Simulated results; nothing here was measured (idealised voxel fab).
voxel self aligned contacts: a process module
This is section cut - it's 205 nm across, gridded in 5 nm square cells.
Format of a cross-section: grid, square cells. Given as bands. Order: top down. Band: one or more rows of cells.
Heights first: top, then bottom, in nm. Then materials, left to right, each with a width in nm. "full width" on a single material: fills the band edge to edge. "empty": empty space.
Below 0: as-received wafer, all one material; heights counted from there. Lowest band: no bottom, goes on down, written "0 down".
With a width like "30->40", each row of cells in the band differs from the next by the same amount, the top row carrying the first number and the bottom row the second.
No cell of the cross-section changed in a step that is given as "no modification".
Any empty space of 8 cells or more lacking an open way to the top shows up in "Closed void register" as width x height at distance, distance from the left edge, in nm.
Note: text after step settings on the step line = simulator remark on that step.
When a step includes a mask, the "overlay nm" setting on its line states how far to the right of its planned place that mask lay, and negative values state how far to the left.
plan:
1. RECEIVE,material Si
2. CONFORMAL_DEP,material SiO2,thk nm 5
3. DIRECTIONAL_DEP,material polySi,thk nm 25
4. DIRECTIONAL_DEP,material SiN,thk nm 20
5. PATTERN,tone cover,mask id GATE,material resist,width nm 35,pitch nm 70,thk nm 15,overlay nm 0
6. DIRECTIONAL_ETCH,etch materials SiN,depth nm 20
7. DIRECTIONAL_ETCH,etch materials polySi,depth nm 25
8. STRIP,etch materials resist
9. CONFORMAL_DEP,material SiN,thk nm 5
10. DIRECTIONAL_ETCH,etch materials SiN,depth nm 5
11. FILL_DEP,material SiO2,thk nm 10
12. CMP,height nm 55
13. DIRECTIONAL_DEP,material aC,thk nm 10
14. PATTERN,tone open,mask id CONTACT,material resist,width nm 55,pitch nm 70,thk nm 25,overlay nm 0
15. DIRECTIONAL_ETCH,etch materials aC,depth nm 10
16. STRIP,etch materials resist
17. DIRECTIONAL_ETCH,etch materials SiO2,depth nm 55
18. STRIP,etch materials aC
19. CONFORMAL_DEP,material TiN,thk nm 5
20. FILL_DEP,material Ru,thk nm 5
21. CMP,height nm 55
22. CONFORMAL_DEP,material SiN,thk nm 5
Cross-section of the wafer as it came to us, i.e., already through step 1:
> 0 down | Si full width
> Closed void register: none
Cross-sectional result after module completion. Note: starting condition and plan are unchanged from above; one processing mistake was made:
> 60 to 55 | SiN full width
> 55 to 50 | SiO2: 40  TiN: 55  SiO2: 15  TiN: 55  SiO2: 40
> 50 to 30 | SiN: 20  SiO2: 20  TiN: 5  SiN: 45  TiN: 5  SiO2: 15  TiN: 5  SiN: 45  TiN: 5  SiO2: 20  SiN: 20
> 30 to 5 | polySi: 15  SiN: 5  SiO2: 20  TiN: 5  SiN: 5  polySi: 35  SiN: 5  TiN: 5  SiO2: 15  TiN: 5  SiN: 5  polySi: 35  SiN: 5  TiN: 5  SiO2: 20  SiN: 5  polySi: 15
> 5 to 0 | SiO2: 40  TiN: 5  SiO2: 45  TiN: 5  SiO2: 15  TiN: 5  SiO2: 45  TiN: 5  SiO2: 40
> 0 down | Si full width
> Closed void register: none
what went wrong: planned and actual differ for step 5; actual: PATTERN,tone open,mask id GATE,material resist,width nm 35,pitch nm 70,thk nm 15,overlay nm 0
